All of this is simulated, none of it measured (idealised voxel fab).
Process module in this document: voxel self aligned contacts
This is section cut - it's 285 nm across, gridded in 5 nm square cells.
A cross-section is a grid of square cells, given in bands from the top down. A band is one or more rows of cells.
For a band, the entry starts with two heights in nm, that of the top and then that of the bottom, and carries on with the band's materials in order from left to right, each alongside its width in nm; the word "everywhere" beside a single material means it fills the band edge to edge, and "empty" means empty space.
Where do heights start? At 0: under that level the wafer as delivered is made of one material only. And the lowest band has no floor; it just carries on downward, as in "0..down".
The notation "30..40" denotes a width that varies across the rows of cells in the band, beginning at the first number in the top row, finishing at the second number in the bottom row, and changing by an identical amount from each row to the next.
Basically "nothing was modified" means that step didn't change any cell in the cross-section.
Closed-off voids of 8+ cells (no open route to the top) go in "Closed void roster", written width x height at distance from the left edge, in nm.
The remark found on a step's line after its settings is issued by the simulator itself and pertains to that step.
overlay nm, on a step with a mask: how far to the right of its planned place the mask lay; to the left if negative
PROCESS STEPS (PLANNED)
step 1: op RECEIVE | material Si
step 2: op OXIDIZE | depth nm 5
step 3: op DIRECTIONAL_DEP | material polySi | thk nm 25
step 4: op DIRECTIONAL_DEP | material SiN | thk nm 15
step 5: op DIRECTIONAL_DEP | material aC | thk nm 15
step 6: op PATTERN | tone cover | mask id GATE | material resist | width nm 25 | pitch nm 55 | thk nm 30 | overlay nm 0
step 7: op DIRECTIONAL_ETCH | etch materials aC | depth nm 15
step 8: op STRIP | etch materials resist
step 9: op DIRECTIONAL_ETCH | etch materials SiN | depth nm 15
step 10: op DIRECTIONAL_ETCH | etch materials polySi | depth nm 25
step 11: op STRIP | etch materials aC
step 12: op CONFORMAL_DEP | material SiN | thk nm 5
step 13: op DIRECTIONAL_ETCH | etch materials SiN | depth nm 5
step 14: op FILL_DEP | material SiO2 | thk nm 10
step 15: op CMP | height nm 45
step 16: op MASKED_ETCH | tone open | mask id CONTACT | width nm 40 | pitch nm 55 | etch materials SiO2 | depth nm 50 | overlay nm 0
step 17: op CONFORMAL_DEP | material TiN | thk nm 5
step 18: op FILL_DEP | material W | thk nm 5
step 19: op CMP | height nm 45
step 20: op CONFORMAL_DEP | material SiN | thk nm 5
THIS IS THE CROSS-SECTION OF THE WAFER AS WE RECEIVED IT, I.E. AFTER STEP 1
0..down  Si everywhere
Closed void roster: none
WAFER CROSS-SECTION AT MODULE END: FIRST OF TWO, RUN TO PLAN
50..45  SiN everywhere
45..40  95 SiO2; 15 TiN; 10 W; 15 TiN; 15 SiO2; 15 TiN; 10 W; 15 TiN; 95 SiO2
40..25  70 SiO2; 35 SiN; 5 TiN; 10 W; 5 TiN; 35 SiN; 5 TiN; 10 W; 5 TiN; 35 SiN; 70 SiO2
25..0  70 SiO2; 5 SiN; 25 polySi; 5 SiN; 5 TiN; 10 W; 5 TiN; 5 SiN; 25 polySi; 5 SiN; 5 TiN; 10 W; 5 TiN; 5 SiN; 25 polySi; 5 SiN; 70 SiO2
0..-5  105 SiO2; 20 TiN; 35 SiO2; 20 TiN; 105 SiO2
-5..down  Si everywhere
Closed void roster: none
CROSS-SECTION, WAFER TWO OF TWO, END OF MODULE: SAME START AND PLAN AS WAFER ONE, ONE ERROR IN EXECUTION
50..45  SiN everywhere
45..40  105 SiO2; 5 TiN; 10 W; 25 TiN; 15 SiO2; 5 TiN; 10 W; 25 TiN; 85 SiO2
40..25  70 SiO2; 35 SiN; 5 TiN; 10 W; 5 TiN; 35 SiN; 5 TiN; 10 W; 5 TiN; 35 SiN; 70 SiO2
25..0  70 SiO2; 5 SiN; 25 polySi; 5 SiN; 5 TiN; 10 W; 5 TiN; 5 SiN; 25 polySi; 5 SiN; 5 TiN; 10 W; 5 TiN; 5 SiN; 25 polySi; 5 SiN; 70 SiO2
0..-5  105 SiO2; 20 TiN; 35 SiO2; 20 TiN; 105 SiO2
-5..down  Si everywhere
Closed void roster: none
What was the processing mistake? heads up, step 16 didn't go per plan, it actually ran as op MASKED_ETCH | tone open | mask id CONTACT | width nm 40 | pitch nm 55 | etch materials SiO2 | depth nm 50 | overlay nm 10
By the end, you'd get the same cell count for each material on either wafer, but the second wafer puts them somewhere else.
